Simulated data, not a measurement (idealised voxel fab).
Process module under the name voxel air gaps
We display cut, a cross-section 250 nm in width whose square cells are each 5 nm.
Cross-section format: a grid of square cells, given as bands from top to bottom; each band is one or more rows of cells. The band entry comprises the height of the band's top followed by the height of its bottom, expressed in nm, and subsequently the band's materials from left to right, each stated together with its width in nm. Where a single material is marked with the word "everywhere", that material fills the band from edge to edge. The word "empty" represents empty space. Height is counted from the level 0, under which the received wafer is composed throughout of one material. The lowest of the bands is not closed at the bottom but continues downward, in the notation "0 -> down". A width such as "30 to 40" changes by the same amount from each row of cells to the next, from the band's top row to its bottom row. The cross-section has no changed cell in any step marked "no change occurred". Sealed voids: empty space of 8 cells or more with no open way to the top, each as width x height at its distance from the left edge, in nm. Formally, on a step line, whatever follows the settings is a remark that the simulator itself makes on the step. overlay nm: step with mask; distance mask lay right of planned place; negative value = left of planned place.
### Steps in the process plan
1: RECEIVE, material Si
2: CONFORMAL_DEP, material SiO2, thk nm 10
3: CONFORMAL_DEP, material SiN, thk nm 5
4: DIRECTIONAL_DEP, material SiO2, thk nm 30
5: PATTERN, tone open, mask id LINES, material resist, width nm 25, pitch nm 55, thk nm 20, overlay nm 0
6: DIRECTIONAL_ETCH, etch materials SiO2, depth nm 30
7: STRIP, etch materials resist
8: CONFORMAL_DEP, material TiN, thk nm 5
9: FILL_DEP, material W, thk nm 5
10: CMP, height nm 45
11: EPI, material Ru, thk nm 10
12: SELECTIVE_ETCH, etch materials SiO2, depth nm 40
13: CONFORMAL_DEP, material SiCN, thk nm 5
### Cross-section of the incoming wafer, state after step 1
    0 -> down | Si everywhere
    Sealed voids: none
### The following cross-section depicts the wafer upon conclusion of the module. Processing commenced from the starting condition illustrated above and adhered to the plan illustrated above, save for one mistake in execution
    60 -> 55 | 20 of empty, 220 of SiCN, 10 of empty
    55 -> 45 | 20 of empty, 5 of SiCN, 45 of Ru, 10 of SiCN, 45 of Ru, 10 of SiCN, 45 of Ru, 10 of SiCN, 45 of Ru, 5 of SiCN, 10 of empty
    45 -> 40 | 20 of empty, 15 of SiCN, 5 of TiN, 15 of W, 5 of TiN, 30 of SiCN, 5 of TiN, 15 of W, 5 of TiN, 30 of SiCN, 5 of TiN, 15 of W, 5 of TiN, 30 of SiCN, 5 of TiN, 15 of W, 5 of TiN, 15 of SiCN, 10 of empty
    40 -> 20 | 30 of empty, 5 of SiCN, 5 of TiN, 15 of W, 5 of TiN, 5 of SiCN, 20 of empty, 5 of SiCN, 5 of TiN, 15 of W, 5 of TiN, 5 of SiCN, 20 of empty, 5 of SiCN, 5 of TiN, 15 of W, 5 of TiN, 5 of SiCN, 20 of empty, 5 of SiCN, 5 of TiN, 15 of W, 5 of TiN, 5 of SiCN, 20 of empty
    20 -> 15 | 35 of SiCN, 25 of TiN, 30 of SiCN, 25 of TiN, 30 of SiCN, 25 of TiN, 30 of SiCN, 25 of TiN, 25 of SiCN
    15 -> 10 | SiN everywhere
    10 -> 0 | SiO2 everywhere
    0 -> down | Si everywhere
    Sealed voids: 20 x 20 at 65; 20 x 20 at 120; 20 x 20 at 175
Misprocessing identified: rather than as planned, step 5 actually ran as PATTERN, tone open, mask id LINES, material resist, width nm 25, pitch nm 55, thk nm 20, overlay nm 5
